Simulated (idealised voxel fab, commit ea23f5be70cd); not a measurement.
The name of this process module is voxel trench capacitor.
Section cut is 200 nm wide and gridded with 5 nm square cells.
How to read a cross-section here: the picture is a grid of square cells, written as bands going from the top down, and any band can span one or more rows of cells.
Look at the band entry: it leads with the top's height and the bottom's height in nm. Then it lists the materials left to right, with a width in nm for each. The word "edge to edge" on a single material says that material fills the band edge to edge. The word "air" is empty space.
Note: height 0 marks the level under which the wafer is uniformly one material as received. Lowest band unbounded below, written "top 0, no bottom".
With a width like "30..40", each row of cells in the band differs from the next by the same amount, the top row carrying the first number and the bottom row the second.
Where the words "no change" appear for a step, the cross-section shows no cell changed by that step; every cell remained as before.
"Listed closed voids" - sealed voids, min. 8 cells, no opening to top; format: width x height at distance (distance from left edge; nm throughout).
Text after the settings on a step's line: the simulator's own remark on that step.
overlay nm, on a step with a mask: how far to the right of its planned place the mask lay; to the left if negative

Intended process steps
- 1: RECEIVE,material Si
- 2: CONFORMAL_DEP,material SiN,thk nm 5
- 3: PATTERN,tone open,mask id TRENCH,material resist,width nm 30,pitch nm 45,thk nm 15,overlay nm 0
- 4: DIRECTIONAL_ETCH,etch materials SiN,depth nm 5
- 5: DIRECTIONAL_ETCH,etch materials Si,depth nm 35
- 6: STRIP,etch materials resist
- 7: CONFORMAL_DEP,material Al2O3,thk nm 5
- 8: CONFORMAL_DEP,material TiN,thk nm 5
- 9: FILL_DEP,material W,thk nm 5
- 10: CMP,height nm 5

Wafer as received: cross-section following step 1
> top 0, no bottom = Si edge to edge
> Listed closed voids: none

End-of-module cross-section of the first of two wafers, processed as planned
> top 5, bottom 0 = 60 of SiN / 5 of Al2O3 / 5 of TiN / 10 of W / 5 of TiN / 5 of Al2O3 / 15 of SiN / 5 of Al2O3 / 5 of TiN / 10 of W / 5 of TiN / 5 of Al2O3 / 65 of SiN
> top 0, bottom -25 = 60 of Si / 5 of Al2O3 / 5 of TiN / 10 of W / 5 of TiN / 5 of Al2O3 / 15 of Si / 5 of Al2O3 / 5 of TiN / 10 of W / 5 of TiN / 5 of Al2O3 / 65 of Si
> top -25, bottom -30 = 60 of Si / 5 of Al2O3 / 20 of TiN / 5 of Al2O3 / 15 of Si / 5 of Al2O3 / 20 of TiN / 5 of Al2O3 / 65 of Si
> top -30, bottom -35 = 60 of Si / 30 of Al2O3 / 15 of Si / 30 of Al2O3 / 65 of Si
> top -35, no bottom = Si edge to edge
> Listed closed voids: none

Cross-section, wafer two of two, end of module: same start and plan as wafer one, one error in execution
> top 5, bottom 0 = 60 of SiN / 5 of TiN / 20 of W / 5 of TiN / 15 of SiN / 5 of TiN / 20 of W / 5 of TiN / 65 of SiN
> top 0, bottom -30 = 60 of Si / 5 of TiN / 20 of W / 5 of TiN / 15 of Si / 5 of TiN / 20 of W / 5 of TiN / 65 of Si
> top -30, bottom -35 = 60 of Si / 30 of TiN / 15 of Si / 30 of TiN / 65 of Si
> top -35, no bottom = Si edge to edge
> Listed closed voids: none
In executing the process, a mistake was made relative to the plan: plan step 7: skipped, not run
Wrapping up, a cell-based count of both wafers puts the second over or under the first for these materials: 40 fewer of Al2O3; 8 more of TiN; 32 more of W
